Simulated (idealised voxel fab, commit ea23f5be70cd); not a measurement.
process module | voxel transistor to metal
cross-section cut | 170 nm wide | cells 5 nm
A cross-section is a grid of square cells, given in bands from the top down. A band is one or more rows of cells.
Each band's line starts with the height of the band's top and of its bottom, in nm. Then come its materials from left to right, each with its width in nm. One material with "throughout" fills the band from edge to edge. "air" is empty space.
Height 0 is the level under which the wafer as received is all one material. The lowest band goes on downwards, as in "0 down".
A width such as "30 to 40" changes by the same amount from each row of cells to the next, from the band's top row to its bottom row.
"no change" after a step means that no cell of the cross-section changed.
closed voids: empty space of 8 cells or more with no open way to the top, each as width x height at its distance from the left edge, in nm
after a step's settings: what the simulator itself notes on the step
overlay nm, on a step with a mask: how far to the right of its planned place the mask lay; to the left if negative
plan
1 op RECEIVE | material Si
2 op OXIDIZE | depth nm 5
3 op CONFORMAL_DEP | material SiN | thk nm 15
4 op PATTERN | tone cover | mask id ACTIVE | material resist | width nm 110 | thk nm 15 | overlay nm 0
5 op DIRECTIONAL_ETCH | etch materials SiN | depth nm 15
6 op DIRECTIONAL_ETCH | etch materials SiO2 | depth nm 5
7 op DIRECTIONAL_ETCH | etch materials Si | depth nm 25
8 op STRIP | etch materials resist
9 op FILL_DEP | material SiO2 | thk nm 15
10 op CMP | height nm 15
11 op SELECTIVE_ETCH | etch materials SiO2 | depth nm 10
12 op STRIP | etch materials SiN
13 op SELECTIVE_ETCH | etch materials SiO2 | depth nm 5
14 op OXIDIZE | depth nm 5
15 op DIRECTIONAL_DEP | material polySi | thk nm 30
16 op DIRECTIONAL_DEP | material SiCN | thk nm 10
17 op MASKED_ETCH | tone cover | mask id GATE | width nm 20 | etch materials SiCN | depth nm 20 | overlay nm 0
18 op MASKED_ETCH | tone cover | mask id GATE | width nm 20 | etch materials polySi | depth nm 40 | overlay nm 0
19 op CONFORMAL_DEP | material SiO2 | thk nm 5
20 op DIRECTIONAL_ETCH | etch materials SiO2 | depth nm 5
21 op CONFORMAL_DEP | material SiN | thk nm 5
22 op DIRECTIONAL_ETCH | etch materials SiN | depth nm 5
23 op DIRECTIONAL_ETCH | etch materials SiO2 | depth nm 5
24 op DIRECTIONAL_ETCH | etch materials Si | depth nm 15
25 op EPI | material nSi | thk nm 20
26 op FILL_DEP | material SiO2 | thk nm 5
27 op CMP | height nm 35
28 op DIRECTIONAL_DEP | material SiO2 | thk nm 15
29 op PATTERN | tone open | mask id CONTACT | material resist | width nm 30 | pitch nm 60 | thk nm 15 | overlay nm 0
30 op DIRECTIONAL_ETCH | etch materials SiO2 | depth nm 40
31 op STRIP | etch materials resist
32 op CONFORMAL_DEP | material TiN | thk nm 5
33 op FILL_DEP | material W | thk nm 10
34 op CMP | height nm 50
35 op DIRECTIONAL_DEP | material TiN | thk nm 5
36 op DIRECTIONAL_DEP | material W | thk nm 15
37 op PATTERN | tone cover | mask id METAL_1 | material resist | width nm 20 | pitch nm 70 | thk nm 15 | overlay nm 0
38 op DIRECTIONAL_ETCH | etch materials W | depth nm 15
39 op DIRECTIONAL_ETCH | etch materials TiN | depth nm 5
40 op STRIP | etch materials resist
41 op CONFORMAL_DEP | material SiN | thk nm 5
42 op FILL_DEP | material lowk | thk nm 10
43 op CMP | height nm 70
44 op CONFORMAL_DEP | material SiCN | thk nm 5
45 op DIRECTIONAL_DEP | material lowk | thk nm 25
46 op DIRECTIONAL_DEP | material aC | thk nm 10
47 op PATTERN | tone open | mask id METAL_2_HOLES | material resist | width nm 15 | pitch nm 70 | thk nm 25 | overlay nm 0
48 op DIRECTIONAL_ETCH | etch materials aC | depth nm 10
49 op STRIP | etch materials resist
50 op DIRECTIONAL_ETCH | etch materials lowk | depth nm 25
51 op STRIP | etch materials aC
52 op MASKED_ETCH | tone open | mask id METAL_2 | width nm 20 | pitch nm 70 | etch materials lowk | depth nm 15 | overlay nm 0
53 op MASKED_ETCH | tone open | mask id METAL_2 | width nm 20 | pitch nm 70 | etch materials SiCN | depth nm 5 | overlay nm 0
54 op CONFORMAL_DEP | material TiN | thk nm 5
55 op FILL_DEP | material Cu | thk nm 10
56 op CMP | height nm 100
57 op CONFORMAL_DEP | material SiCN | thk nm 5
as received, after step 1
  0 down: Si throughout
  closed voids: none
a wafer at the end: this start, this plan, one mistake
  105 to 100: SiCN throughout
  100 to 90: lowk 40 | TiN 5 | Cu 10 | TiN 5 | lowk 50 | TiN 5 | Cu 10 | TiN 5 | lowk 40
  90 to 85: lowk 40 | TiN 5 | Cu 5 | TiN 10 | lowk 50 | TiN 5 | Cu 5 | TiN 10 | lowk 40
  85 to 75: lowk 40 | TiN 5 | Cu 5 | TiN 5 | lowk 55 | TiN 5 | Cu 5 | TiN 5 | lowk 45
  75 to 70: SiCN 40 | TiN 15 | SiCN 55 | TiN 15 | SiCN 45
  70 to 55: lowk 35 | SiN 5 | W 20 | SiN 5 | lowk 40 | SiN 5 | W 20 | SiN 5 | lowk 35
  55 to 50: SiN 40 | TiN 20 | SiN 50 | TiN 20 | SiN 40
  50 to 40: SiO2 40 | TiN 5 | W 20 | TiN 5 | SiO2 30 | TiN 5 | W 20 | TiN 5 | SiO2 40
  40 to 35: SiO2 40 | TiN 5 | W 15 | TiN 10 | SiO2 30 | TiN 10 | W 15 | TiN 5 | SiO2 40
  35 to 25: SiO2 40 | TiN 5 | W 15 | TiN 5 | SiN 5 | SiO2 5 | SiCN 20 | SiO2 5 | SiN 5 | TiN 5 | W 15 | TiN 5 | SiO2 40
  25 to 15: SiO2 40 | TiN 5 | W 15 | TiN 5 | SiN 5 | SiO2 5 | polySi 20 | SiO2 5 | SiN 5 | TiN 5 | W 15 | TiN 5 | SiO2 40
  15 to 10: SiO2 40 | TiN 25 | SiN 5 | SiO2 5 | polySi 20 | SiO2 5 | SiN 5 | TiN 25 | SiO2 40
  10 to 0: SiO2 35 | nSi 30 | SiN 5 | SiO2 5 | polySi 20 | SiO2 5 | SiN 5 | nSi 50 | SiO2 15
  0 to -5: SiO2 35 | nSi 5 | SiN 5 | nSi 20 | SiN 5 | SiO2 5 | polySi 20 | SiO2 5 | SiN 5 | nSi 40 | SiN 5 | nSi 5 | SiO2 15
  -5 to -10: SiO2 45 | nSi 20 | SiO2 40 | nSi 40 | SiO2 25
  -10 to -25: SiO2 40 | Si 5 | nSi 20 | Si 40 | nSi 40 | Si 5 | SiO2 20
  -25 to -30: SiO2 40 | Si 110 | SiO2 20
  -30 down: Si throughout
  closed voids: none
what went wrong: step 4 ran as: op PATTERN | tone cover | mask id ACTIVE | material resist | width nm 110 | thk nm 15 | overlay nm 10
